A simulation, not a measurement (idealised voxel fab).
Module name: voxel local oxidation (process module)
Cross-section cut: width 175 nm, square cells of 5 nm.
For the purposes of this document, a cross-section shall be understood as a grid of square cells, specified as bands listed in top-to-bottom order, each band consisting of one or more rows of cells.
The band entry comprises the height of the band's top followed by the height of its bottom, expressed in nm, and subsequently the band's materials from left to right, each stated together with its width in nm. Where a single material is marked with the word "throughout", that material fills the band from edge to edge. The word "empty" represents empty space.
The reference from which all heights are counted is 0, the level beneath which the as-received wafer is entirely one material; the lowest band, having no lower bound, proceeds downward and is written after the example "from 0 down".
The two numbers in a width such as "30->40" mark its ends across the band: the first belongs to the top row of cells, the second to the bottom row, and from each row to the next the width moves by the same amount.
Take "nothing different" at face value: in the step it is given for, the cross-section changed in none of its cells.
So "Sealed voids" is basically the list of trapped voids: any empty space of 8 cells or more that can't reach the top through an opening. They're written width x height at distance, the distance being from the left edge, and it's all nm.
Whatever follows a step's settings on its line is a remark the simulator itself makes about that step.
The setting "overlay nm" may be written on the line of a step. When the step uses a mask, the value reports how far to the right of the planned place the mask lay, and a negative value reports that it lay to the left.

plan
1,RECEIVE: material Si
2,OXIDIZE: depth nm 5
3,CONFORMAL_DEP: material SiN, thk nm 15
4,PATTERN: tone cover, mask id ACTIVE, material resist, width nm 105, thk nm 15, overlay nm -15
5,DIRECTIONAL_ETCH: etch materials SiN, depth nm 15
6,STRIP: etch materials resist
7,SELECTIVE_ETCH: etch materials SiO2, depth nm 5
8,OXIDIZE: depth nm 10
9,STRIP: etch materials SiN
For clarity, it should be stated that the wafers under discussion commence in an identical condition and differ with respect to the overlay nm of step 4, the plan indicating the value that the first wafer had.

Cross-sectional view of the first of several wafers in the as-received condition, corresponding to the state following step 1
	from 0 down | Si throughout
	Sealed voids: none

Cross-section, first of several wafers, end of module, after last step 9
	from 0 to -5 | empty (25), SiO2 (95), empty (55)
	from -5 to -15 | SiO2 (35), Si (75), SiO2 (65)
	from -15 down | Si throughout
	Sealed voids: none

Cross-sectional depiction of the last of several wafers upon completion of the module
	from 0 to -5 | empty (55), SiO2 (95), empty (25)
	from -5 to -15 | SiO2 (65), Si (75), SiO2 (35)
	from -15 down | Si throughout
	Sealed voids: none

Per-wafer rows below. For each material: cells gained (+) or lost (-) since the wafer was received, as of end of module. Then: closed voids
overlay nm -15, -75 Si, +59 SiO2, Sealed voids: none
overlay nm -10, -75 Si, +59 SiO2, Sealed voids: none
overlay nm -5, -75 Si, +59 SiO2, Sealed voids: none
overlay nm 0, -75 Si, +59 SiO2, Sealed voids: none
overlay nm 5, -75 Si, +59 SiO2, Sealed voids: none
overlay nm 10, -75 Si, +59 SiO2, Sealed voids: none
overlay nm 15, -75 Si, +59 SiO2, Sealed voids: none
